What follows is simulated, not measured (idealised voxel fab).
Process module heading - voxel fin reveal
Section shown: cut. Width: 210 nm. Cell size: 5 nm, square.
How to read a cross-section here: the picture is a grid of square cells, written as bands going from the top down, and any band can span one or more rows of cells. Basically the band line says how high the top is and how high the bottom is, in nm, and then what's in it from left to right, every material with its width in nm. Empty space shows up as "empty", and if a single material carries "edge to edge" it runs the full band edge to edge. Below 0: as-received wafer, all one material; heights counted from there. Lowest band: no bottom, goes on down, written "0 and below". Top row gets the first number, bottom row gets the second, and each row in between changes by the same step: that is how a band width like "30 to 40" works. "no alterations made" means the step left every cell of the cross-section as it was. The label "Closed void entries" introduces a list of the empty spaces, 8 cells or larger, that have no open way up to the top; each entry in it reads width x height at distance, where the distance is taken from the left edge and all three are stated in nm. Step line, after settings: the simulator's comment on this step. For masked steps, "overlay nm" on the step line gives how far right of plan the mask actually lay; a minus sign means it lay to the left.
# plan
1: RECEIVE [material Si]
2: CONFORMAL_DEP [material SiN] [thk nm 10]
3: DIRECTIONAL_DEP [material aC] [thk nm 15]
4: PATTERN [tone cover] [mask id FINS] [material resist] [width nm 15] [pitch nm 40] [thk nm 35] [overlay nm 0]
5: DIRECTIONAL_ETCH [etch materials aC] [depth nm 15]
6: STRIP [etch materials resist]
7: DIRECTIONAL_ETCH [etch materials SiN] [depth nm 10]
8: DIRECTIONAL_ETCH [etch materials Si] [depth nm 35]
9: STRIP [etch materials aC]
10: FILL_DEP [material SiO2] [thk nm 5]
11: CMP [height nm 10]
12: SELECTIVE_ETCH [etch materials SiO2] [depth nm 30]
13: STRIP [etch materials SiN]
14: CONFORMAL_DEP [material SiO2] [thk nm 5]
# The cross-section here shows the wafer as received, i.e. in its state after step 1
	0 and below | Si edge to edge
	Closed void entries: none
# This is how the wafer looks in cross-section once the module is done, given the starting state and plan above and one mistake in carrying the plan out
	0 down to -20 | empty 55 nm; Si 15 nm; empty 25 nm; Si 15 nm; empty 25 nm; Si 15 nm; empty 60 nm
	-20 down to -35 | SiO2 55 nm; Si 15 nm; SiO2 25 nm; Si 15 nm; SiO2 25 nm; Si 15 nm; SiO2 60 nm
	-35 and below | Si edge to edge
	Closed void entries: none
Here's what went sideways: plan step 14 never ran because it was skipped
